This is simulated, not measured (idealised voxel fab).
Proc. module: voxel ribs on slabs
cross-section cut | 160 nm wide | cells 5 nm
Cross-section layout: square cells on a grid; listed as bands, top to bottom; a band spans one or more cell rows.
Per band: top height and bottom height in nm, followed by the left-to-right materials and their widths in nm; "all across" marks a single material spanning edge to edge, "blank" marks empty space.
Height datum 0, below which the as-received substrate wafer is one material. Lowest band open at the bottom, running downward: "top 0, no bottom".
Note: "30..40" means the width goes from the first number (top row of the band) to the second number (bottom row) in equal steps per row of cells.
What does "no modifications" mean for a step? It means no cell of the cross-section changed in that step.
For the entry "Trapped cavities", the listed items are empty spaces with no open way to the top whose size is 8 cells or more; each item follows the pattern width x height at distance, where distance is from the left edge and all three are in nm.
If you see something after the settings on a step's line, that's the simulator's own remark about that step.
overlay nm: where the mask lay relative to plan, measured to the right, on steps with a mask; negatives go left.
# Steps in the process plan
- 1: RECEIVE | material Si
- 2: DIRECTIONAL_DEP | material SiO2 | thk nm 20
- 3: DIRECTIONAL_DEP | material SiN | thk nm 20
- 4: MASKED_ETCH | tone cover | mask id RIB | width nm 25 | etch materials SiN | depth nm 10 | overlay nm 0
- 5: PATTERN | tone cover | mask id SLAB | material resist | width nm 65 | thk nm 20 | overlay nm 0
- 6: DIRECTIONAL_ETCH | etch materials SiN | depth nm 10
- 7: STRIP | etch materials resist
- 8: FILL_DEP | material SiO2 | thk nm 20
- 9: CMP | height nm 50
- 10: DIRECTIONAL_DEP | material TiN | thk nm 10
- 11: MASKED_ETCH | tone cover | mask id HEATER | width nm 35 | etch materials TiN | depth nm 10 | overlay nm 0
- 12: CONFORMAL_DEP | material SiN | thk nm 5
# Delivered wafer in cross-section: state after step 1
	top 0, no bottom  Si all across
	Trapped cavities: none
# Cross-section at module end, one run error; start and plan unchanged from above
	top 65, bottom 60  blank=55, then SiN=45, then blank=60
	top 60, bottom 55  blank=55, then SiN=5, then TiN=35, then SiN=5, then blank=60
	top 55, bottom 50  SiN=60, then TiN=35, then SiN=65
	top 50, bottom 40  SiO2 all across
	top 40, bottom 25  SiO2=65, then SiN=25, then SiO2=70
	top 25, bottom 20  SiO2=45, then SiN=65, then SiO2=50
	top 20, bottom 0  SiO2 all across
	top 0, no bottom  Si all across
	Trapped cavities: none
Want to know what went wrong? heads up, step 4 didn't go per plan, it actually ran as MASKED_ETCH | tone cover | mask id RIB | width nm 25 | etch materials SiN | depth nm 15 | overlay nm 0
